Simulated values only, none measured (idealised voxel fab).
The following is a process module called voxel lift off.
Displayed cross-section: cut, width of 290 nm, square cells sized 5 nm.
A cross-section is a grid of square cells, given in bands from the top down. A band is one or more rows of cells.
Each band's line starts with the height of the band's top and of its bottom, in nm. Then come its materials from left to right, each with its width in nm. One material with "edge to edge" fills the band from edge to edge. "air" is empty space.
Heights are measured from 0, the level below which the as-received wafer is all one material; the lowest band has no bottom and continues downward, written as in "from 0 down".
Per-row width for "30->40": begins at first number (top row of band), ends at second number (bottom row), increment between rows held constant.
Given "all unchanged" for a step, no cell of the cross-section differs between before and after that step.
The list in "Voids lacking openings" covers empty spaces of 8 cells or more that cannot reach the top through any open way, and it gives each as width x height at distance; the distance is from the left edge, and width, height and distance are in nm.
Formally, on a step line, whatever follows the settings is a remark that the simulator itself makes on the step.
The optional step-line setting "overlay nm" applies to steps with a mask and quantifies how far to the right of its planned location the mask lay, a negative value indicating leftward placement.
Before/after cross-section pairs, one process step each; after shown to lowest changed band; step and settings beneath. Pairs may be from different runs of this module on the same starting wafer; a pair continues from the one above only where its "Pre-process state" entry says so.
Pre-process state
- from 0 down | Si edge to edge
- Voids lacking openings: none
Post-Step Section View
- from 15 to 0 | SiN edge to edge
- All layers under 0 are left as they were.
- Voids lacking openings: none
The step occurring between the two cross-sections depicted above is identified as CONFORMAL_DEP with material SiN, thk nm 15
Pre-process state: refer to the pair immediately above; the cross-section shown after its step is the state before this one.
Post-Step Section View
- from 30 to 15 | resist (85), then air (15), then resist (20), then air (15), then resist (20), then air (15), then resist (20), then air (15), then resist (85)
- All layers under 15 are left as they were.
- Voids lacking openings: none
The step occurring between the two cross-sections depicted above is identified as PATTERN with tone open, mask id LINES, material resist, width nm 15, pitch nm 35, thk nm 15, overlay nm 0
Pre-process state: refer to the pair immediately above; the cross-section shown after its step is the state before this one.
Post-Step Section View
- from 35 to 30 | Ru (85), then air (15), then Ru (20), then air (15), then Ru (20), then air (15), then Ru (20), then air (15), then Ru (85)
- from 30 to 20 | resist (85), then air (15), then resist (20), then air (15), then resist (20), then air (15), then resist (20), then air (15), then resist (85)
- from 20 to 15 | resist (85), then Ru (15), then resist (20), then Ru (15), then resist (20), then Ru (15), then resist (20), then Ru (15), then resist (85)
- All layers under 15 are left as they were.
- Voids lacking openings: none
The step occurring between the two cross-sections depicted above is identified as DIRECTIONAL_DEP with material Ru, thk nm 5
Pre-process state: refer to the pair immediately above; the cross-section shown after its step is the state before this one.
Post-Step Section View
- from 20 to 15 | air (85), then Ru (15), then air (20), then Ru (15), then air (20), then Ru (15), then air (20), then Ru (15), then air (85)
- All layers under 15 are left as they were.
- Voids lacking openings: none
The step occurring between the two cross-sections depicted above is identified as STRIP with etch materials resist
Pre-process state: refer to the pair immediately above; the cross-section shown after its step is the state before this one.
Post-Step Section View
- from 30 to 25 | air (75), then SiCN (140), then air (75)
- from 25 to 20 | SiCN edge to edge
- from 20 to 15 | SiCN (85), then Ru (15), then SiCN (20), then Ru (15), then SiCN (20), then Ru (15), then SiCN (20), then Ru (15), then SiCN (85)
- All layers under 15 are left as they were.
- Voids lacking openings: none
The step occurring between the two cross-sections depicted above is identified as CONFORMAL_DEP with material SiCN, thk nm 10
Pre-process state
- from 30 to 15 | resist (85), then air (15), then resist (20), then air (15), then resist (20), then air (15), then resist (20), then air (15), then resist (85)
- from 15 to 0 | SiN edge to edge
- from 0 down | Si edge to edge
- Voids lacking openings: none
Post-Step Section View
- from 15 to 0 | SiN edge to edge
- All layers under 0 are left as they were.
- Voids lacking openings: none
The step occurring between the two cross-sections depicted above is identified as STRIP with etch materials resist
Pre-process state: refer to the pair immediately above; the cross-section shown after its step is the state before this one.
Post-Step Section View
- from 25 to 15 | SiCN edge to edge
- All layers under 15 are left as they were.
- Voids lacking openings: none
The step occurring between the two cross-sections depicted above is identified as CONFORMAL_DEP with material SiCN, thk nm 10
Pre-process state
- from 15 to 0 | SiN edge to edge
- from 0 down | Si edge to edge
- Voids lacking openings: none
Post-Step Section View
- from 30 to 0 | SiN edge to edge
- All layers under 0 are left as they were.
- Voids lacking openings: none
The step occurring between the two cross-sections depicted above is identified as CONFORMAL_DEP with material SiN, thk nm 15
Pre-process state: refer to the pair immediately above; the cross-section shown after its step is the state before this one.
Post-Step Section View
- from 45 to 30 | resist (85), then air (15), then resist (20), then air (15), then resist (20), then air (15), then resist (20), then air (15), then resist (85)
- All layers under 30 are left as they were.
- Voids lacking openings: none
The step occurring between the two cross-sections depicted above is identified as PATTERN with tone open, mask id LINES, material resist, width nm 15, pitch nm 35, thk nm 15, overlay nm 0
Pre-process state: refer to the pair immediately above; the cross-section shown after its step is the state before this one.
Post-Step Section View
- from 50 to 45 | Ru (85), then air (15), then Ru (20), then air (15), then Ru (20), then air (15), then Ru (20), then air (15), then Ru (85)
- from 45 to 35 | resist (85), then air (15), then resist (20), then air (15), then resist (20), then air (15), then resist (20), then air (15), then resist (85)
- from 35 to 30 | resist (85), then Ru (15), then resist (20), then Ru (15), then resist (20), then Ru (15), then resist (20), then Ru (15), then resist (85)
- All layers under 30 are left as they were.
- Voids lacking openings: none
The step occurring between the two cross-sections depicted above is identified as DIRECTIONAL_DEP with material Ru, thk nm 5
Pre-process state: refer to the pair immediately above; the cross-section shown after its step is the state before this one.
Post-Step Section View
- from 35 to 30 | air (85), then Ru (15), then air (20), then Ru (15), then air (20), then Ru (15), then air (20), then Ru (15), then air (85)
- All layers under 30 are left as they were.
- Voids lacking openings: none
The step occurring between the two cross-sections depicted above is identified as STRIP with etch materials resist
Pre-process state: refer to the pair immediately above; the cross-section shown after its step is the state before this one.
Post-Step Section View
- from 45 to 40 | air (75), then SiCN (140), then air (75)
- from 40 to 35 | SiCN edge to edge
- from 35 to 30 | SiCN (85), then Ru (15), then SiCN (20), then Ru (15), then SiCN (20), then Ru (15), then SiCN (20), then Ru (15), then SiCN (85)
- All layers under 30 are left as they were.
- Voids lacking openings: none
The step occurring between the two cross-sections depicted above is identified as CONFORMAL_DEP with material SiCN, thk nm 10
Pre-process state
- from 20 to 15 | air (85), then Ru (15), then air (20), then Ru (15), then air (20), then Ru (15), then air (20), then Ru (15), then air (85)
- from 15 to 0 | SiN edge to edge
- from 0 down | Si edge to edge
- Voids lacking openings: none
Post-Step Section View
- from 35 to 30 | air (70), then SiCN (150), then air (70)
- from 30 to 20 | SiCN edge to edge
- from 20 to 15 | SiCN (85), then Ru (15), then SiCN (20), then Ru (15), then SiCN (20), then Ru (15), then SiCN (20), then Ru (15), then SiCN (85)
- All layers under 15 are left as they were.
- Voids lacking openings: none
The step occurring between the two cross-sections depicted above is identified as CONFORMAL_DEP with material SiCN, thk nm 15
Pre-process state
- from 15 to 0 | SiN edge to edge
- from 0 down | Si edge to edge
- Voids lacking openings: none
Post-Step Section View
- from 30 to 15 | resist (85), then air (20), then resist (15), then air (20), then resist (15), then air (20), then resist (15), then air (20), then resist (80)
- All layers under 15 are left as they were.
- Voids lacking openings: none
The step occurring between the two cross-sections depicted above is identified as PATTERN with tone open, mask id LINES, material resist, width nm 20, pitch nm 35, thk nm 15, overlay nm 0
Pre-process state: refer to the pair immediately above; the cross-section shown after its step is the state before this one.
Post-Step Section View
- from 35 to 30 | Ru (85), then air (20), then Ru (15), then air (20), then Ru (15), then air (20), then Ru (15), then air (20), then Ru (80)
- from 30 to 20 | resist (85), then air (20), then resist (15), then air (20), then resist (15), then air (20), then resist (15), then air (20), then resist (80)
- from 20 to 15 | resist (85), then Ru (20), then resist (15), then Ru (20), then resist (15), then Ru (20), then resist (15), then Ru (20), then resist (80)
- All layers under 15 are left as they were.
- Voids lacking openings: none
The step occurring between the two cross-sections depicted above is identified as DIRECTIONAL_DEP with material Ru, thk nm 5
Pre-process state: refer to the pair immediately above; the cross-section shown after its step is the state before this one.
Post-Step Section View
- from 20 to 15 | air (85), then Ru (20), then air (15), then Ru (20), then air (15), then Ru (20), then air (15), then Ru (20), then air (80)
- All layers under 15 are left as they were.
- Voids lacking openings: none
The step occurring between the two cross-sections depicted above is identified as STRIP with etch materials resist
Pre-process state: refer to the pair immediately above; the cross-section shown after its step is the state before this one.
Post-Step Section View
- from 30 to 25 | air (75), then SiCN (145), then air (70)
- from 25 to 20 | SiCN edge to edge
- from 20 to 15 | SiCN (85), then Ru (20), then SiCN (15), then Ru (20), then SiCN (15), then Ru (20), then SiCN (15), then Ru (20), then SiCN (80)
- All layers under 15 are left as they were.
- Voids lacking openings: none
The step occurring between the two cross-sections depicted above is identified as CONFORMAL_DEP with material SiCN, thk nm 10
Pre-process state
- from 15 to 0 | SiN edge to edge
- from 0 down | Si edge to edge
- Voids lacking openings: none
Post-Step Section View
- from 30 to 15 | resist (90), then air (15), then resist (20), then air (15), then resist (20), then air (15), then resist (20), then air (15), then resist (80)
- All layers under 15 are left as they were.
- Voids lacking openings: none
The step occurring between the two cross-sections depicted above is identified as PATTERN with tone open, mask id LINES, material resist, width nm 15, pitch nm 35, thk nm 15, overlay nm 5
Pre-process state: refer to the pair immediately above; the cross-section shown after its step is the state before this one.
Post-Step Section View
- from 35 to 30 | Ru (90), then air (15), then Ru (20), then air (15), then Ru (20), then air (15), then Ru (20), then air (15), then Ru (80)
- from 30 to 20 | resist (90), then air (15), then resist (20), then air (15), then resist (20), then air (15), then resist (20), then air (15), then resist (80)
- from 20 to 15 | resist (90), then Ru (15), then resist (20), then Ru (15), then resist (20), then Ru (15), then resist (20), then Ru (15), then resist (80)
- All layers under 15 are left as they were.
- Voids lacking openings: none
The step occurring between the two cross-sections depicted above is identified as DIRECTIONAL_DEP with material Ru, thk nm 5
Pre-process state: refer to the pair immediately above; the cross-section shown after its step is the state before this one.
Post-Step Section View
- from 20 to 15 | air (90), then Ru (15), then air (20), then Ru (15), then air (20), then Ru (15), then air (20), then Ru (15), then air (80)
- All layers under 15 are left as they were.
- Voids lacking openings: none
The step occurring between the two cross-sections depicted above is identified as STRIP with etch materials resist
Pre-process state: refer to the pair immediately above; the cross-section shown after its step is the state before this one.
Post-Step Section View
- from 30 to 25 | air (80), then SiCN (140), then air (70)
- from 25 to 20 | SiCN edge to edge
- from 20 to 15 | SiCN (90), then Ru (15), then SiCN (20), then Ru (15), then SiCN (20), then Ru (15), then SiCN (20), then Ru (15), then SiCN (80)
- All layers under 15 are left as they were.
- Voids lacking openings: none
The step occurring between the two cross-sections depicted above is identified as CONFORMAL_DEP with material SiCN, thk nm 10
Pre-process state
- from 0 down | Si edge to edge
- Voids lacking openings: none
Post-Step Section View
- from 15 to 0 | SiCN edge to edge
- All layers under 0 are left as they were.
- Voids lacking openings: none
The step occurring between the two cross-sections depicted above is identified as CONFORMAL_DEP with material SiCN, thk nm 15
Pre-process state: refer to the pair immediately above; the cross-section shown after its step is the state before this one.
Post-Step Section View
- from 30 to 15 | resist (85), then air (15), then resist (20), then air (15), then resist (20), then air (15), then resist (20), then air (15), then resist (85)
- All layers under 15 are left as they were.
- Voids lacking openings: none
The step occurring between the two cross-sections depicted above is identified as PATTERN with tone open, mask id LINES, material resist, width nm 15, pitch nm 35, thk nm 15, overlay nm 0
Pre-process state: refer to the pair immediately above; the cross-section shown after its step is the state before this one.
Post-Step Section View
- from 35 to 30 | Ru (85), then air (15), then Ru (20), then air (15), then Ru (20), then air (15), then Ru (20), then air (15), then Ru (85)
- from 30 to 20 | resist (85), then air (15), then resist (20), then air (15), then resist (20), then air (15), then resist (20), then air (15), then resist (85)
- from 20 to 15 | resist (85), then Ru (15), then resist (20), then Ru (15), then resist (20), then Ru (15), then resist (20), then Ru (15), then resist (85)
- All layers under 15 are left as they were.
- Voids lacking openings: none
The step occurring between the two cross-sections depicted above is identified as DIRECTIONAL_DEP with material Ru, thk nm 5
Pre-process state: refer to the pair immediately above; the cross-section shown after its step is the state before this one.
Post-Step Section View
- from 20 to 15 | air (85), then Ru (15), then air (20), then Ru (15), then air (20), then Ru (15), then air (20), then Ru (15), then air (85)
- All layers under 15 are left as they were.
- Voids lacking openings: none
The step occurring between the two cross-sections depicted above is identified as STRIP with etch materials resist
Pre-process state: refer to the pair immediately above; the cross-section shown after its step is the state before this one.
Post-Step Section View
- from 30 to 25 | air (75), then SiCN (140), then air (75)
- from 25 to 20 | SiCN edge to edge
- from 20 to 15 | SiCN (85), then Ru (15), then SiCN (20), then Ru (15), then SiCN (20), then Ru (15), then SiCN (20), then Ru (15), then SiCN (85)
- All layers under 15 are left as they were.
- Voids lacking openings: none
The step occurring between the two cross-sections depicted above is identified as CONFORMAL_DEP with material SiCN, thk nm 10
Pre-process state
- from 15 to 0 | SiN edge to edge
- from 0 down | Si edge to edge
- Voids lacking openings: none
Post-Step Section View
- from 30 to 15 | air (85), then resist (15), then air (20), then resist (15), then air (20), then resist (15), then air (20), then resist (15), then air (85)
- All layers under 15 are left as they were.
- Voids lacking openings: none
The step occurring between the two cross-sections depicted above is identified as PATTERN with tone cover, mask id LINES, material resist, width nm 15, pitch nm 35, thk nm 15, overlay nm 0
Pre-process state: refer to the pair immediately above; the cross-section shown after its step is the state before this one.
Post-Step Section View
- from 35 to 30 | air (85), then Ru (15), then air (20), then Ru (15), then air (20), then Ru (15), then air (20), then Ru (15), then air (85)
- from 30 to 20 | air (85), then resist (15), then air (20), then resist (15), then air (20), then resist (15), then air (20), then resist (15), then air (85)
- from 20 to 15 | Ru (85), then resist (15), then Ru (20), then resist (15), then Ru (20), then resist (15), then Ru (20), then resist (15), then Ru (85)
- All layers under 15 are left as they were.
- Voids lacking openings: none
The step occurring between the two cross-sections depicted above is identified as DIRECTIONAL_DEP with material Ru, thk nm 5
Pre-process state: refer to the pair immediately above; the cross-section shown after its step is the state before this one.
Post-Step Section View
- from 20 to 15 | Ru (85), then air (15), then Ru (20), then air (15), then Ru (20), then air (15), then Ru (20), then air (15), then Ru (85)
- All layers under 15 are left as they were.
- Voids lacking openings: none
The step occurring between the two cross-sections depicted above is identified as STRIP with etch materials resist
Pre-process state: refer to the pair immediately above; the cross-section shown after its step is the state before this one.
Post-Step Section View
- from 30 to 20 | SiCN edge to edge
- from 20 to 15 | Ru (85), then SiCN (15), then Ru (20), then SiCN (15), then Ru (20), then SiCN (15), then Ru (20), then SiCN (15), then Ru (85)
- All layers under 15 are left as they were.
- Voids lacking openings: none
The step occurring between the two cross-sections depicted above is identified as CONFORMAL_DEP with material SiCN, thk nm 10
